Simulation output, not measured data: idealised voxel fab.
Documented hereafter: the process module known as voxel local oxidation.
The width of the displayed cross-section, cut, is 160 nm; its cells are square, with a size of 5 nm.
A cross-section is written here as square cells arranged in a grid, and it is given in bands from the top down, each band taking up one or more rows of cells.
Heights first: top, then bottom, in nm. Then materials, left to right, each with a width in nm. "throughout" on a single material: fills the band edge to edge. "air": empty space.
Beneath 0, the wafer as received is one material, and that level is where height counting begins. The lowest band goes on downward without a bottom; it is written like "0 down".
The width entry "30 to 40" should be interpreted row by row: the top row of cells in the band takes the first number, the bottom row takes the second number, and the change between adjacent rows is uniform throughout.
"no modifications" (step): cross-section cells unchanged, all of them.
Look at "Closed cavities" for the closed voids: empty spaces with no open path to the top, sized 8 cells or up. Each is width x height at distance, distance from the left edge, all nm.
That trailing text on a step's line, after the settings, is the simulator's own remark on the step.
Regarding "overlay nm": on a step with a mask, it is the distance the mask lay to the right of its planned place; a negative value places it to the left.
## Set out below are the planned steps of the process
- 1: RECEIVE: material Si
- 2: CONFORMAL_DEP: material SiO2, thk nm 5
- 3: CONFORMAL_DEP: material SiN, thk nm 15
- 4: DIRECTIONAL_DEP: material aC, thk nm 15
- 5: PATTERN: tone cover, mask id ACTIVE, material resist, width nm 100, thk nm 30, overlay nm 0
- 6: DIRECTIONAL_ETCH: etch materials aC, depth nm 15
- 7: STRIP: etch materials resist
- 8: DIRECTIONAL_ETCH: etch materials SiN, depth nm 15
- 9: STRIP: etch materials aC
- 10: SELECTIVE_ETCH: etch materials SiO2, depth nm 5
- 11: OXIDIZE: depth nm 10
- 12: STRIP: etch materials SiN
## First wafer, two in total, run as planned
## As received (post step 1): cross-section
  0 down | Si throughout
  Closed cavities: none
## Wafer after step 2 (cross-section)
  5 to 0 | SiO2 throughout
  Heights below 0 show no change.
## Wafer after step 3 (cross-section)
  20 to 5 | SiN throughout
  Heights below 5 show no change.
## Wafer after step 4 (cross-section)
  35 to 20 | aC throughout
  Heights below 20 show no change.
## Wafer after step 5 (cross-section)
  65 to 35 | air: 30; resist: 100; air: 30
  Heights below 35 show no change.
## Wafer after step 6 (cross-section)
  50 to 35 | air: 30; resist: 100; air: 30
  35 to 20 | air: 30; aC: 100; air: 30
  Heights below 20 show no change.
## Wafer after step 7 (cross-section)
  35 to 20 | air: 30; aC: 100; air: 30
  Heights below 20 show no change.
## Wafer after step 8 (cross-section)
  35 to 20 | air: 30; aC: 100; air: 30
  20 to 5 | air: 30; SiN: 100; air: 30
  Heights below 5 show no change.
## Wafer after step 9 (cross-section)
  20 to 5 | air: 30; SiN: 100; air: 30
  Heights below 5 show no change.
## Wafer after step 10 (cross-section)
  20 to 5 | air: 30; SiN: 100; air: 30
  5 to 0 | air: 35; SiO2: 90; air: 35
  Heights below 0 show no change.
## Wafer after step 11 (cross-section)
  20 to 5 | air: 30; SiN: 100; air: 30
  5 to 0 | air: 35; SiO2: 90; air: 35
  0 to -10 | SiO2: 45; Si: 70; SiO2: 45
  Heights below -10 show no change.
## Wafer after step 12 (cross-section)
  5 to 0 | air: 35; SiO2: 90; air: 35
  Heights below 0 show no change.
## Second wafer: same start and same plan as the first, one execution error; identical to the first through step 3
## X-section, second wafer, when step 4 was due to finish
  35 to 20 | SiO2 throughout
  Heights below 20 show no change.
## X-section, second wafer, when step 5 was due to finish
  65 to 35 | air: 30; resist: 100; air: 30
  Heights below 35 show no change.
## X-section, second wafer, when step 6 was due to finish
  50 to 35 | air: 30; resist: 100; air: 30
  Heights below 35 show no change.
## X-section, second wafer, when step 7 was due to finish
  35 to 20 | SiO2 throughout
  Heights below 20 show no change.
X-section, second wafer, when step 8 was due to finish: no modifications
X-section, second wafer, when step 9 was due to finish: no modifications
## X-section, second wafer, when step 10 was due to finish
  30 to 20 | SiO2 throughout
  Heights below 20 show no change.
X-section, second wafer, when step 11 was due to finish: no modifications
X-section, second wafer, when step 12 was due to finish: no modifications
The mistake made against the process plan was this: in deviation from the planned setting, step 4 was conducted as DIRECTIONAL_DEP: material SiO2, thk nm 15
Per the end-of-run cell counts, the second wafer holds more or fewer of some materials than the first: 36 more of Si, 96 more of SiN, 42 more of SiO2
